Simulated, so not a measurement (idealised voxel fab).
process module | voxel self aligned contacts
cross-section cut | 165 nm wide | cells 5 nm
A cross-section is a grid of square cells, given in bands from the top down. A band is one or more rows of cells.
Each band's line starts with the height of the band's top and of its bottom, in nm. Then come its materials from left to right, each with its width in nm. One material with "throughout" fills the band from edge to edge. "air" is empty space.
Height 0 is the level under which the wafer as received is all one material. The lowest band goes on downwards, as in "0 down".
A width such as "30 to 40" changes by the same amount from each row of cells to the next, from the band's top row to its bottom row.
"no change" after a step means that no cell of the cross-section changed.
closed voids: empty space of 8 cells or more with no open way to the top, each as width x height at its distance from the left edge, in nm
after a step's settings: what the simulator itself notes on the step
overlay nm, on a step with a mask: how far to the right of its planned place the mask lay; to the left if negative
plan
1 op RECEIVE | material Si
2 op CONFORMAL_DEP | material SiO2 | thk nm 5
3 op DIRECTIONAL_DEP | material polySi | thk nm 30
4 op DIRECTIONAL_DEP | material SiN | thk nm 15
5 op MASKED_ETCH | tone cover | mask id GATE | width nm 35 | pitch nm 70 | etch materials SiN | depth nm 15 | overlay nm 0
6 op MASKED_ETCH | tone cover | mask id GATE | width nm 35 | pitch nm 70 | etch materials polySi | depth nm 30 | overlay nm 0
7 op CONFORMAL_DEP | material SiN | thk nm 5
8 op DIRECTIONAL_ETCH | etch materials SiN | depth nm 5
9 op FILL_DEP | material SiO2 | thk nm 15
10 op CMP | height nm 55
11 op MASKED_ETCH | tone open | mask id CONTACT | width nm 45 | etch materials SiO2 | depth nm 55 | overlay nm 0
12 op CONFORMAL_DEP | material TiN | thk nm 5
13 op FILL_DEP | material Ru | thk nm 10
14 op CMP | height nm 55
15 op CONFORMAL_DEP | material SiCN | thk nm 5
as received, after step 1
  0 down: Si throughout
  closed voids: none
first wafer at the end, as planned
  60 to 55: SiCN throughout
  55 to 50: SiO2 60 | TiN 15 | Ru 15 | TiN 15 | SiO2 60
  50 to 35: SiO2 25 | SiN 45 | TiN 5 | Ru 15 | TiN 5 | SiN 45 | SiO2 25
  35 to 5: SiO2 25 | SiN 5 | polySi 35 | SiN 5 | TiN 5 | Ru 15 | TiN 5 | SiN 5 | polySi 35 | SiN 5 | SiO2 25
  5 to 0: SiO2 70 | TiN 25 | SiO2 70
  0 down: Si throughout
  closed voids: none
second wafer at the end: like start, like plan, one mistake
  60 to 55: SiCN throughout
  55 to 50: SiO2 60 | TiN 20 | Ru 5 | TiN 20 | SiO2 60
  50 to 35: SiO2 20 | SiN 55 | TiN 5 | Ru 5 | TiN 5 | SiN 55 | SiO2 20
  35 to 5: SiO2 20 | SiN 5 | polySi 45 | SiN 5 | TiN 5 | Ru 5 | TiN 5 | SiN 5 | polySi 45 | SiN 5 | SiO2 20
  5 to 0: SiO2 75 | TiN 15 | SiO2 75
  0 down: Si throughout
  closed voids: none
what went wrong: step 5 ran as: op MASKED_ETCH | tone cover | mask id GATE | width nm 45 | pitch nm 70 | etch materials SiN | depth nm 15 | overlay nm 0
at the end the second wafer has, in cells: 20 fewer of Ru | 12 more of SiN | 16 fewer of SiO2 | 24 more of polySi
